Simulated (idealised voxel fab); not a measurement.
Module name: voxel ribs on slabs (process module)
The cross-section shown here is cut; it is 290 nm wide and divided into square cells measuring 5 nm on a side.
The cross-sections in this document take the form of a grid made of square cells. They are written out as bands, in order from top to bottom. Each band consists of one or more rows of cells.
Band entry format. Leading values: height of top, height of bottom, nm. Remainder: materials in left-to-right order, each with its width in nm. Special words: "edge to edge" on a single material, which then fills the band edge to edge; "blank", empty space.
Note: height 0 marks the level under which the wafer is uniformly one material as received. Lowest band unbounded below, written "0 and below".
The expression "30..40" gives the width at the extremes of the band, the first number at its top row of cells and the second at its bottom row, with the width changing by equal amounts from each row to the next in between.
Basically "changes: none" means that step didn't change any cell in the cross-section.
"Sealed voids" means: voids of 8 cells or more that are shut off from the top with no open way through. Written width x height at distance, distance from the left edge, in nm.
On each step's line, the part that comes after the settings is the simulator's own comment on the step.
overlay nm: for a step with a mask, the amount by which the mask lay right of where it was planned; a negative amount means left of it.
### This section lists the process steps that were planned
1. RECEIVE [material Si]
2. DIRECTIONAL_DEP [material SiO2] [thk nm 30]
3. DIRECTIONAL_DEP [material polySi] [thk nm 20]
4. DIRECTIONAL_DEP [material aC] [thk nm 15]
5. PATTERN [tone cover] [mask id RIB] [material resist] [width nm 25] [thk nm 30] [overlay nm 0]
6. DIRECTIONAL_ETCH [etch materials aC] [depth nm 15]
7. STRIP [etch materials resist]
8. DIRECTIONAL_ETCH [etch materials polySi] [depth nm 10]
9. STRIP [etch materials aC]
10. MASKED_ETCH [tone cover] [mask id SLAB] [width nm 65] [etch materials polySi] [depth nm 10] [overlay nm 0]
11. FILL_DEP [material SiO2] [thk nm 30]
12. CMP [height nm 70]
13. DIRECTIONAL_DEP [material W] [thk nm 10]
14. DIRECTIONAL_DEP [material aC] [thk nm 15]
15. PATTERN [tone cover] [mask id HEATER] [material resist] [width nm 35] [thk nm 35] [overlay nm 0]
16. DIRECTIONAL_ETCH [etch materials aC] [depth nm 15]
17. STRIP [etch materials resist]
18. DIRECTIONAL_ETCH [etch materials W] [depth nm 10]
19. STRIP [etch materials aC]
20. CONFORMAL_DEP [material SiO2] [thk nm 10]
### Cross-section of the wafer as it came to us, i.e., already through step 1
* 0 and below | Si edge to edge
* Sealed voids: none
### Cross-sectional image of the first of two wafers at the end of the module, the run having proceeded as planned
* 90 down to 80 | 115 nm blank | 55 nm SiO2 | 120 nm blank
* 80 down to 70 | 125 nm SiO2 | 35 nm W | 130 nm SiO2
* 70 down to 50 | SiO2 edge to edge
* 50 down to 40 | 130 nm SiO2 | 25 nm polySi | 135 nm SiO2
* 40 down to 30 | 110 nm SiO2 | 65 nm polySi | 115 nm SiO2
* 30 down to 0 | SiO2 edge to edge
* 0 and below | Si edge to edge
* Sealed voids: none
### Cross-section of the latter of the two wafers at module completion. It had an identical start and an identical plan to the former; in running it, one mistake was made
* 95 down to 85 | 115 nm blank | 55 nm SiO2 | 120 nm blank
* 85 down to 75 | 125 nm SiO2 | 35 nm W | 130 nm SiO2
* 75 down to 70 | W edge to edge
* 70 down to 50 | SiO2 edge to edge
* 50 down to 40 | 130 nm SiO2 | 25 nm polySi | 135 nm SiO2
* 40 down to 30 | 110 nm SiO2 | 65 nm polySi | 115 nm SiO2
* 30 down to 0 | SiO2 edge to edge
* 0 and below | Si edge to edge
* Sealed voids: none
Misprocessing identified: step 13 ran with different settings than intended, the actual operation and settings being DIRECTIONAL_DEP [material W] [thk nm 15]
At the finish, the second wafer shows more or fewer cells for some materials than the first does: +58 W
